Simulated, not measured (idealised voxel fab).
Proc. module: voxel released beams
Section cut is 205 nm wide and gridded with 5 nm square cells.
A cross-section in this document is a grid of square cells, and it is written down as bands, the top band listed before the ones below it; a band is made up of one or more rows of cells. What a band's entry tells you: where the top is and where the bottom is, as heights in nm, and after that what lies inside, material by material from left to right, each with its width in nm. Empty space is written as the word "blank", and a single material marked with the word "all across" occupies the band from edge to edge. Heads up on the height convention: 0 is the point under which the incoming wafer is all one material, and the lowest band has no bottom, it just keeps going down, like "0 down". So if you see something like "30->40" for the width, read it as the top row of the band sitting at the first number and the bottom row at the second, with every row in between moving by the same amount as the last. "no alteration", as given for a step, is the statement that not any cell of the cross-section underwent a change during that step. Look at "Cavities, sealed" for the closed voids: empty spaces with no open path to the top, sized 8 cells or up. Each is width x height at distance, distance from the left edge, all nm. Anything after a step's settings on that line? It's the simulator's own note about the step. Regarding "overlay nm": on a step with a mask, it is the distance the mask lay to the right of its planned place; a negative value places it to the left.
This section lists the process steps that were planned
1 op RECEIVE | material Si
2 op CONFORMAL_DEP | material SiN | thk nm 5
3 op DIRECTIONAL_DEP | material SiO2 | thk nm 20
4 op MASKED_ETCH | tone open | mask id ANCHOR | width nm 25 | etch materials SiO2 | depth nm 20 | overlay nm 0
5 op CONFORMAL_DEP | material polySi | thk nm 10
6 op PATTERN | tone cover | mask id BEAM | material resist | width nm 80 | thk nm 20 | overlay nm 0
7 op DIRECTIONAL_ETCH | etch materials polySi | depth nm 10
8 op STRIP | etch materials resist
9 op STRIP | etch materials SiO2
On the first of the two wafers: run conducted according to plan
Cross-section of the wafer as it came to us, i.e., already through step 1
0 down = Si all across
Cavities, sealed: none
How the wafer stands in section after step 2
5 to 0 = SiN all across
Below 0 it's all the same as before, nothing changed down there.
How the wafer stands in section after step 3
25 to 5 = SiO2 all across
Below 5 it's all the same as before, nothing changed down there.
How the wafer stands in section after step 4
25 to 5 = SiO2 (65) | blank (25) | SiO2 (115)
Below 5 it's all the same as before, nothing changed down there.
How the wafer stands in section after step 5
35 to 25 = polySi (75) | blank (5) | polySi (125)
25 to 15 = SiO2 (65) | polySi (10) | blank (5) | polySi (10) | SiO2 (115)
15 to 5 = SiO2 (65) | polySi (25) | SiO2 (115)
Below 5 it's all the same as before, nothing changed down there.
How the wafer stands in section after step 6
55 to 35 = blank (60) | resist (80) | blank (65)
35 to 25 = polySi (75) | resist (5) | polySi (125)
25 to 15 = SiO2 (65) | polySi (10) | resist (5) | polySi (10) | SiO2 (115)
Below 15 it's all the same as before, nothing changed down there.
How the wafer stands in section after step 7
55 to 35 = blank (60) | resist (80) | blank (65)
35 to 25 = blank (60) | polySi (15) | resist (5) | polySi (60) | blank (65)
Below 25 it's all the same as before, nothing changed down there.
How the wafer stands in section after step 8
35 to 25 = blank (60) | polySi (15) | blank (5) | polySi (60) | blank (65)
25 to 15 = SiO2 (65) | polySi (10) | blank (5) | polySi (10) | SiO2 (115)
Below 15 it's all the same as before, nothing changed down there.
How the wafer stands in section after step 9
35 to 25 = blank (60) | polySi (15) | blank (5) | polySi (60) | blank (65)
25 to 15 = blank (65) | polySi (10) | blank (5) | polySi (10) | blank (115)
15 to 5 = blank (65) | polySi (25) | blank (115)
Below 5 it's all the same as before, nothing changed down there.
The second wafer: identical to the first at the outset and in its planned sequence, differing only in that one mistake was made during processing; up to and including step 1, its path is the first wafer's path
Second wafer, cut view, end of step 2 per plan
5 to 0 = SiO2 all across
Below 0 it's all the same as before, nothing changed down there.
Second wafer, cut view, end of step 3 per plan
25 to 0 = SiO2 all across
Below 0 it's all the same as before, nothing changed down there.
Second wafer, cut view, end of step 4 per plan
25 to 5 = SiO2 (65) | blank (25) | SiO2 (115)
Below 5 it's all the same as before, nothing changed down there.
Second wafer, cut view, end of step 5 per plan
35 to 25 = polySi (75) | blank (5) | polySi (125)
25 to 15 = SiO2 (65) | polySi (10) | blank (5) | polySi (10) | SiO2 (115)
15 to 5 = SiO2 (65) | polySi (25) | SiO2 (115)
Below 5 it's all the same as before, nothing changed down there.
Second wafer, cut view, end of step 6 per plan
55 to 35 = blank (60) | resist (80) | blank (65)
35 to 25 = polySi (75) | resist (5) | polySi (125)
25 to 15 = SiO2 (65) | polySi (10) | resist (5) | polySi (10) | SiO2 (115)
Below 15 it's all the same as before, nothing changed down there.
Second wafer, cut view, end of step 7 per plan
55 to 35 = blank (60) | resist (80) | blank (65)
35 to 25 = blank (60) | polySi (15) | resist (5) | polySi (60) | blank (65)
Below 25 it's all the same as before, nothing changed down there.
Second wafer, cut view, end of step 8 per plan
35 to 25 = blank (60) | polySi (15) | blank (5) | polySi (60) | blank (65)
25 to 15 = SiO2 (65) | polySi (10) | blank (5) | polySi (10) | SiO2 (115)
Below 15 it's all the same as before, nothing changed down there.
Second wafer, cut view, end of step 9 per plan
0 down = Si all across
Deviation from plan: step 2, actual vs plan mismatch, actual run op CONFORMAL_DEP | material SiO2 | thk nm 5
End of process, cell counts, second wafer against first, materials with more or fewer: -41 SiN, -48 polySi
